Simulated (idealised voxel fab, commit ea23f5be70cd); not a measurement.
Process module under the name voxel fin reveal
In the cross-section labelled cut, the width is 250 nm and each square cell is 5 nm.
Cross-section format: a grid of square cells, given as bands from top to bottom; each band is one or more rows of cells. Heights first: top, then bottom, in nm. Then materials, left to right, each with a width in nm. "edge to edge" on a single material: fills the band edge to edge. "blank": empty space. Zero point of the height axis is 0; under it, received wafer = one material. Lowest band: continues down indefinitely, "z 0 and below". A width given as "30->40" starts at the first number in the band's top row and ends at the second number in its bottom row, shifting by an equal amount at every step from row to row. For the purposes of this document, the phrase "nothing changed" attached to a step denotes that no cell within the cross-section was modified by that step. Reported under the label "Closed voids list" are the empty spaces having no open way to the top and comprising 8 cells or more; the notation for each is width x height at distance, in which the distance is measured from the left edge and all three values are in nm. Text after the settings on a step's line: the simulator's own remark on that step. overlay nm: mask right of planned place by this much (step with mask). Neg. = left.
### So here's the lineup of process steps we planned
- 1: op RECEIVE | material Si
- 2: op CONFORMAL_DEP | material SiN | thk nm 10
- 3: op DIRECTIONAL_DEP | material aC | thk nm 10
- 4: op PATTERN | tone cover | mask id FINS | material resist | width nm 15 | pitch nm 40 | thk nm 25 | overlay nm 0
- 5: op DIRECTIONAL_ETCH | etch materials aC | depth nm 10
- 6: op STRIP | etch materials resist
- 7: op DIRECTIONAL_ETCH | etch materials SiN | depth nm 10
- 8: op DIRECTIONAL_ETCH | etch materials Si | depth nm 40
- 9: op STRIP | etch materials aC
- 10: op OXIDIZE | depth nm 5
- 11: op FILL_DEP | material SiO2 | thk nm 15
- 12: op CMP | height nm 10
- 13: op SELECTIVE_ETCH | etch materials SiO2 | depth nm 20
- 14: op STRIP | etch materials SiN
### Shown in cross-section is the wafer as received, that is, as it stands after step 1
    z 0 and below | Si edge to edge
    Closed voids list: none
### Here's the wafer cut in cross-section after the module, started and planned just like above, except one thing was done wrong in the run
    z 0 to -10 | blank 100 nm / Si 5 nm / blank 35 nm / Si 5 nm / blank 105 nm
    z -10 to -20 | SiO2 75 nm / blank 25 nm / Si 5 nm / blank 35 nm / Si 5 nm / blank 25 nm / SiO2 80 nm
    z -20 to -45 | SiO2 100 nm / Si 5 nm / SiO2 35 nm / Si 5 nm / SiO2 105 nm
    z -45 and below | Si edge to edge
    Closed voids list: none
Run error: the processing plan was not followed for steps 13 and 14, which were run with their positions exchanged
